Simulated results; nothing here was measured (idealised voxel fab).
Presented below is a process module, voxel air gaps.
Xsec cut, 220 nm wide, square cell size 5 nm.
Cross-section, as written here: a square-cell grid given band by band from the top down, where a band holds one or more rows of cells. Each band's line starts with the height of the band's top and of its bottom, in nm. Then come its materials from left to right, each with its width in nm. One material with "throughout" fills the band from edge to edge. "empty" is empty space. Height datum 0, below which the as-received substrate wafer is one material. Lowest band open at the bottom, running downward: "0 and below". Width: "30->40" (first number = top row, second number = bottom row, same change from row to row of cells). What does "no modifications" mean for a step? It means no cell of the cross-section changed in that step. "Unvented internal voids" contains a list of empty spaces, each no smaller than 8 cells and without an open way to the top, written in the form width x height at distance with the distance from the left edge and all three in nm. after a step's settings: what the simulator itself notes on the step. Among the settings permitted on a step's line is "overlay nm"; applied to a step with a mask, it specifies the extent to which the mask lay to the right of its planned position, whereas a negative figure signifies a position to the left.

[These are the steps we planned for the process]
1) RECEIVE with material Si
2) CONFORMAL_DEP with material SiO2, thk nm 15
3) CONFORMAL_DEP with material SiCN, thk nm 5
4) DIRECTIONAL_DEP with material SiO2, thk nm 30
5) DIRECTIONAL_DEP with material aC, thk nm 10
6) PATTERN with tone open, mask id LINES, material resist, width nm 20, pitch nm 45, thk nm 30, overlay nm 0
7) DIRECTIONAL_ETCH with etch materials aC, depth nm 10
8) STRIP with etch materials resist
9) DIRECTIONAL_ETCH with etch materials SiO2, depth nm 30
10) STRIP with etch materials aC
11) CONFORMAL_DEP with material TiN, thk nm 5
12) FILL_DEP with material W, thk nm 10
13) CMP with height nm 50
14) EPI with material Ru, thk nm 10
15) SELECTIVE_ETCH with etch materials SiO2, depth nm 40
16) CONFORMAL_DEP with material SiCN, thk nm 5

[Wafer, first of two, run as planned]

[As-received wafer cross-section (after step 1)]
> 0 and below  Si throughout
> Unvented internal voids: none

[Wafer section view after processing step 2]
> 15 down to 0  SiO2 throughout
> All layers under 0 are left as they were.

[Wafer section view after processing step 3]
> 20 down to 15  SiCN throughout
> All layers under 15 are left as they were.

[Wafer section view after processing step 4]
> 50 down to 20  SiO2 throughout
> All layers under 20 are left as they were.

[Wafer section view after processing step 5]
> 60 down to 50  aC throughout
> All layers under 50 are left as they were.

[Wafer section view after processing step 6]
> 90 down to 60  30 resist  20 empty  25 resist  20 empty  25 resist  20 empty  25 resist  20 empty  35 resist
> All layers under 60 are left as they were.

[Wafer section view after processing step 7]
> 80 down to 60  30 resist  20 empty  25 resist  20 empty  25 resist  20 empty  25 resist  20 empty  35 resist
> 60 down to 50  30 aC  20 empty  25 aC  20 empty  25 aC  20 empty  25 aC  20 empty  35 aC
> All layers under 50 are left as they were.

[Wafer section view after processing step 8]
> 60 down to 50  30 aC  20 empty  25 aC  20 empty  25 aC  20 empty  25 aC  20 empty  35 aC
> All layers under 50 are left as they were.

[Wafer section view after processing step 9]
> 60 down to 50  30 aC  20 empty  25 aC  20 empty  25 aC  20 empty  25 aC  20 empty  35 aC
> 50 down to 20  30 SiO2  20 empty  25 SiO2  20 empty  25 SiO2  20 empty  25 SiO2  20 empty  35 SiO2
> All layers under 20 are left as they were.

[Wafer section view after processing step 10]
> 50 down to 20  30 SiO2  20 empty  25 SiO2  20 empty  25 SiO2  20 empty  25 SiO2  20 empty  35 SiO2
> All layers under 20 are left as they were.

[Wafer section view after processing step 11]
> 55 down to 50  35 TiN  10 empty  35 TiN  10 empty  35 TiN  10 empty  35 TiN  10 empty  40 TiN
> 50 down to 25  30 SiO2  5 TiN  10 empty  5 TiN  25 SiO2  5 TiN  10 empty  5 TiN  25 SiO2  5 TiN  10 empty  5 TiN  25 SiO2  5 TiN  10 empty  5 TiN  35 SiO2
> 25 down to 20  30 SiO2  20 TiN  25 SiO2  20 TiN  25 SiO2  20 TiN  25 SiO2  20 TiN  35 SiO2
> All layers under 20 are left as they were.

[Wafer section view after processing step 12]
> 65 down to 55  W throughout
> 55 down to 50  35 TiN  10 W  35 TiN  10 W  35 TiN  10 W  35 TiN  10 W  40 TiN
> 50 down to 25  30 SiO2  5 TiN  10 W  5 TiN  25 SiO2  5 TiN  10 W  5 TiN  25 SiO2  5 TiN  10 W  5 TiN  25 SiO2  5 TiN  10 W  5 TiN  35 SiO2
> All layers under 25 are left as they were.

[Wafer section view after processing step 13]
> 50 down to 25  30 SiO2  5 TiN  10 W  5 TiN  25 SiO2  5 TiN  10 W  5 TiN  25 SiO2  5 TiN  10 W  5 TiN  25 SiO2  5 TiN  10 W  5 TiN  35 SiO2
> All layers under 25 are left as they were.

[Wafer section view after processing step 14]
> 60 down to 50  20 empty  40 Ru  5 empty  40 Ru  5 empty  40 Ru  5 empty  40 Ru  25 empty
> All layers under 50 are left as they were.

[Wafer section view after processing step 15]
> 60 down to 50  20 empty  40 Ru  5 empty  40 Ru  5 empty  40 Ru  5 empty  40 Ru  25 empty
> 50 down to 25  30 empty  5 TiN  10 W  5 TiN  25 empty  5 TiN  10 W  5 TiN  25 empty  5 TiN  10 W  5 TiN  25 empty  5 TiN  10 W  5 TiN  35 empty
> 25 down to 20  30 empty  20 TiN  25 empty  20 TiN  25 empty  20 TiN  25 empty  20 TiN  35 empty
> All layers under 20 are left as they were.

[Wafer section view after processing step 16]
> 65 down to 60  15 empty  185 SiCN  20 empty
> 60 down to 50  15 empty  5 SiCN  40 Ru  5 SiCN  40 Ru  5 SiCN  40 Ru  5 SiCN  40 Ru  5 SiCN  20 empty
> 50 down to 45  15 empty  15 SiCN  5 TiN  10 W  5 TiN  25 SiCN  5 TiN  10 W  5 TiN  25 SiCN  5 TiN  10 W  5 TiN  25 SiCN  5 TiN  10 W  5 TiN  15 SiCN  20 empty
> 45 down to 25  25 empty  5 SiCN  5 TiN  10 W  5 TiN  5 SiCN  15 empty  5 SiCN  5 TiN  10 W  5 TiN  5 SiCN  15 empty  5 SiCN  5 TiN  10 W  5 TiN  5 SiCN  15 empty  5 SiCN  5 TiN  10 W  5 TiN  5 SiCN  30 empty
> 25 down to 20  30 SiCN  20 TiN  25 SiCN  20 TiN  25 SiCN  20 TiN  25 SiCN  20 TiN  35 SiCN
> All layers under 20 are left as they were.
> Unvented internal voids: 15 x 20 at 55; 15 x 20 at 100; 15 x 20 at 145

[Wafer two of two - same starting point, same process plan, one mistake in execution; matches wafer one up to and including step 2]

Cross-section: second wafer, time at which step 3 was scheduled to end: no modifications

[Cross-section: second wafer, time at which step 4 was scheduled to end]
> 45 down to 0  SiO2 throughout
> All layers under 0 are left as they were.

[Cross-section: second wafer, time at which step 5 was scheduled to end]
> 55 down to 45  aC throughout
> All layers under 45 are left as they were.

[Cross-section: second wafer, time at which step 6 was scheduled to end]
> 85 down to 55  30 resist  20 empty  25 resist  20 empty  25 resist  20 empty  25 resist  20 empty  35 resist
> All layers under 55 are left as they were.

[Cross-section: second wafer, time at which step 7 was scheduled to end]
> 75 down to 55  30 resist  20 empty  25 resist  20 empty  25 resist  20 empty  25 resist  20 empty  35 resist
> 55 down to 45  30 aC  20 empty  25 aC  20 empty  25 aC  20 empty  25 aC  20 empty  35 aC
> All layers under 45 are left as they were.

[Cross-section: second wafer, time at which step 8 was scheduled to end]
> 55 down to 45  30 aC  20 empty  25 aC  20 empty  25 aC  20 empty  25 aC  20 empty  35 aC
> All layers under 45 are left as they were.

[Cross-section: second wafer, time at which step 9 was scheduled to end]
> 55 down to 45  30 aC  20 empty  25 aC  20 empty  25 aC  20 empty  25 aC  20 empty  35 aC
> 45 down to 15  30 SiO2  20 empty  25 SiO2  20 empty  25 SiO2  20 empty  25 SiO2  20 empty  35 SiO2
> All layers under 15 are left as they were.

[Cross-section: second wafer, time at which step 10 was scheduled to end]
> 45 down to 15  30 SiO2  20 empty  25 SiO2  20 empty  25 SiO2  20 empty  25 SiO2  20 empty  35 SiO2
> All layers under 15 are left as they were.

[Cross-section: second wafer, time at which step 11 was scheduled to end]
> 50 down to 45  35 TiN  10 empty  35 TiN  10 empty  35 TiN  10 empty  35 TiN  10 empty  40 TiN
> 45 down to 20  30 SiO2  5 TiN  10 empty  5 TiN  25 SiO2  5 TiN  10 empty  5 TiN  25 SiO2  5 TiN  10 empty  5 TiN  25 SiO2  5 TiN  10 empty  5 TiN  35 SiO2
> 20 down to 15  30 SiO2  20 TiN  25 SiO2  20 TiN  25 SiO2  20 TiN  25 SiO2  20 TiN  35 SiO2
> All layers under 15 are left as they were.

[Cross-section: second wafer, time at which step 12 was scheduled to end]
> 60 down to 50  W throughout
> 50 down to 45  35 TiN  10 W  35 TiN  10 W  35 TiN  10 W  35 TiN  10 W  40 TiN
> 45 down to 20  30 SiO2  5 TiN  10 W  5 TiN  25 SiO2  5 TiN  10 W  5 TiN  25 SiO2  5 TiN  10 W  5 TiN  25 SiO2  5 TiN  10 W  5 TiN  35 SiO2
> All layers under 20 are left as they were.

[Cross-section: second wafer, time at which step 13 was scheduled to end]
> 50 down to 45  35 TiN  10 W  35 TiN  10 W  35 TiN  10 W  35 TiN  10 W  40 TiN
> All layers under 45 are left as they were.

[Cross-section: second wafer, time at which step 14 was scheduled to end]
> 60 down to 50  Ru throughout
> All layers under 50 are left as they were.

Cross-section: second wafer, time at which step 15 was scheduled to end: no modifications

[Cross-section: second wafer, time at which step 16 was scheduled to end]
> 65 down to 60  SiCN throughout
> All layers under 60 are left as they were.
What was done differently from what was planned? step 3 of the plan was omitted and not executed
It is noted that, at the conclusion of processing, the second wafer exhibits a higher or lower cell count for certain materials relative to the first: Ru +24; SiCN -128; SiO2 +168; TiN +36; W +8
Heads up: the first wafer ends with 3 closed voids, the second with 0.
